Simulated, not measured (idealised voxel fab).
The name of this process module is voxel double patterning.
Section cut is 210 nm wide and gridded with 5 nm square cells.
Bands, listed from the top down, are how a cross-section gets written in this document; the cross-section itself is a grid of square cells, and a band is one or more rows of them.
Basically the band line says how high the top is and how high the bottom is, in nm, and then what's in it from left to right, every material with its width in nm. Empty space shows up as "blank", and if a single material carries "all across" it runs the full band edge to edge.
The level at which height equals 0 is the one under which the wafer, as it arrives, is entirely one material. No lower edge exists for the bottom band, which continues downward and is notated as in "0 and below".
The expression "30 to 40" gives the width at the extremes of the band, the first number at its top row of cells and the second at its bottom row, with the width changing by equal amounts from each row to the next in between.
You'll sometimes find "no change occurred" written for a step, and that's the way of saying that nowhere in the cross-section did a cell change during that step.
The entry titled "Non-vented voids" provides the empty spaces that have no open way to the top, restricted to those of 8 cells or more. Each is presented as width x height at distance, the distance being measured from the left edge, with all three in nm.
Post-settings text on a step line: simulator's own remark regarding the step.
overlay nm: on a step with a mask, how far right of its planned place the mask lay; negative means left.

The process steps that were planned are listed below
1) RECEIVE (material Si)
2) CONFORMAL_DEP (material SiO2; thk nm 10)
3) DIRECTIONAL_DEP (material polySi; thk nm 10)
4) DIRECTIONAL_DEP (material SiN; thk nm 5)
5) PATTERN (tone open; mask id FIRST; material resist; width nm 15; pitch nm 50; thk nm 15; overlay nm 0)
6) DIRECTIONAL_ETCH (etch materials SiN; depth nm 5)
7) STRIP (etch materials resist)
8) DIRECTIONAL_DEP (material aC; thk nm 10)
9) PATTERN (tone open; mask id SECOND; material resist; width nm 15; pitch nm 50; thk nm 25; overlay nm 0)
10) DIRECTIONAL_ETCH (etch materials aC; depth nm 10)
11) STRIP (etch materials resist)
12) DIRECTIONAL_ETCH (etch materials SiN; depth nm 5)
13) STRIP (etch materials aC)
14) DIRECTIONAL_ETCH (etch materials polySi; depth nm 10)
15) STRIP (etch materials SiN)

Cross-section of the wafer as it came to us, i.e., already through step 1
0 and below | Si all across
Non-vented voids: none

Starting structure and process plan are as shown above, but one mistake was made in running the module; the wafer cross-section at the end of the module follows
20 down to 10 | blank: 70  polySi: 15  blank: 35  polySi: 15  blank: 75
10 down to 0 | SiO2 all across
0 and below | Si all across
Non-vented voids: none
Diagnosis: step 9 went in with a setting other than planned; the actual run was PATTERN (tone cover; mask id SECOND; material resist; width nm 15; pitch nm 50; thk nm 25; overlay nm 0)
